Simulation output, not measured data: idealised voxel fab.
process module | voxel tone inversion
cross-section cut | 235 nm wide | cells 5 nm
A cross-section is a grid of square cells, given in bands from the top down. A band is one or more rows of cells.
Each band's line starts with the height of the band's top and of its bottom, in nm. Then come its materials from left to right, each with its width in nm. One material with "throughout" fills the band from edge to edge. "air" is empty space.
Height 0 is the level under which the wafer as received is all one material. The lowest band goes on downwards, as in "0 down".
A width such as "30 to 40" changes by the same amount from each row of cells to the next, from the band's top row to its bottom row.
"no change" after a step means that no cell of the cross-section changed.
closed voids: empty space of 8 cells or more with no open way to the top, each as width x height at its distance from the left edge, in nm
after a step's settings: what the simulator itself notes on the step
overlay nm, on a step with a mask: how far to the right of its planned place the mask lay; to the left if negative
plan
1 op RECEIVE | material Si
2 op CONFORMAL_DEP | material SiCN | thk nm 5
3 op DIRECTIONAL_DEP | material aC | thk nm 25
4 op PATTERN | tone cover | mask id POSTS | material resist | width nm 20 | pitch nm 45 | thk nm 35 | overlay nm 0
5 op DIRECTIONAL_ETCH | etch materials aC | depth nm 25
6 op STRIP | etch materials resist
7 op FILL_DEP | material lowk | thk nm 10
8 op CMP | height nm 30
9 op STRIP | etch materials aC
10 op CONFORMAL_DEP | material TiN | thk nm 5
11 op FILL_DEP | material Ru | thk nm 10
12 op CMP | height nm 30
13 op CONFORMAL_DEP | material SiCN | thk nm 5
as received, after step 1
  0 down: Si throughout
  closed voids: none
a wafer at the end: this start, this plan, one mistake
  35 to 30: SiCN throughout
  30 to 25: lowk throughout
  25 to 0: lowk 60 | aC 20 | lowk 25 | aC 20 | lowk 25 | aC 20 | lowk 65
  0 down: Si throughout
  closed voids: none
what went wrong: step 2 was left out
